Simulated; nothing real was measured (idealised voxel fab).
Process module, titled voxel self aligned contacts
The cross-section shown here is cut; it is 275 nm wide and divided into square cells measuring 5 nm on a side.
This document writes a cross-section as a grid whose cells are square, and gives it as bands, listed from the top down; one or more rows of cells form a band.
Top, bottom (nm), then materials left to right with widths (nm); lone material tagged "edge to edge" fills the whole band edge to edge; "blank" = empty space.
Zero point of the height axis is 0; under it, received wafer = one material. Lowest band: continues down indefinitely, "0..down".
When a width is written as two numbers, as in "30 to 40", the first number is the width in the top row of cells of the band and the second is the width in its bottom row, and the width changes by the same amount from each row to the next.
Step marked "nothing altered"? Then no cell in the cross-section changed in it.
Heads up: "Completely sealed voids" only lists the empty pockets with no open path to the top that are 8 cells or more, and it writes them as width x height at distance, distance from the left edge, in nm.
Heads up: the bit after the settings on a step's line is the simulator's remark on that step.
Regarding "overlay nm": on a step with a mask, it is the distance the mask lay to the right of its planned place; a negative value places it to the left.
# Below is the list of planned process steps
1: RECEIVE,material Si
2: OXIDIZE,depth nm 5
3: DIRECTIONAL_DEP,material polySi,thk nm 30
4: DIRECTIONAL_DEP,material SiN,thk nm 20
5: PATTERN,tone cover,mask id GATE,material resist,width nm 35,pitch nm 65,thk nm 20,overlay nm 0
6: DIRECTIONAL_ETCH,etch materials SiN,depth nm 20
7: DIRECTIONAL_ETCH,etch materials polySi,depth nm 30
8: STRIP,etch materials resist
9: CONFORMAL_DEP,material SiN,thk nm 5
10: DIRECTIONAL_ETCH,etch materials SiN,depth nm 5
11: FILL_DEP,material SiO2,thk nm 10
12: CMP,height nm 55
13: PATTERN,tone open,mask id CONTACT,material resist,width nm 40,pitch nm 65,thk nm 15,overlay nm 0
14: DIRECTIONAL_ETCH,etch materials SiO2,depth nm 60
15: STRIP,etch materials resist
16: CONFORMAL_DEP,material TiN,thk nm 5
17: FILL_DEP,material W,thk nm 5
18: CMP,height nm 55
19: CONFORMAL_DEP,material SiCN,thk nm 5
# Delivered wafer in cross-section: state after step 1
	0..down = Si edge to edge
	Completely sealed voids: none
# The plan above was carried out on the starting structure above with one mistake, and this cross-section shows the wafer at the end of the module
	60..55 = SiCN edge to edge
	55..50 = SiO2=85; TiN=20; W=5; TiN=15; SiO2=25; TiN=20; W=5; TiN=15; SiO2=85
	50..30 = SiO2=50; SiN=50; TiN=5; W=5; TiN=5; SiN=50; TiN=5; W=5; TiN=5; SiN=50; SiO2=45
	30..0 = SiO2=50; SiN=5; polySi=40; SiN=5; TiN=5; W=5; TiN=5; SiN=5; polySi=40; SiN=5; TiN=5; W=5; TiN=5; SiN=5; polySi=40; SiN=5; SiO2=45
	0..-5 = SiO2=100; TiN=15; SiO2=50; TiN=15; SiO2=95
	-5..down = Si edge to edge
	Completely sealed voids: none
In executing the process, a mistake was made relative to the plan: step 5 changed vs plan, executed as PATTERN,tone cover,mask id GATE,material resist,width nm 40,pitch nm 65,thk nm 20,overlay nm 0
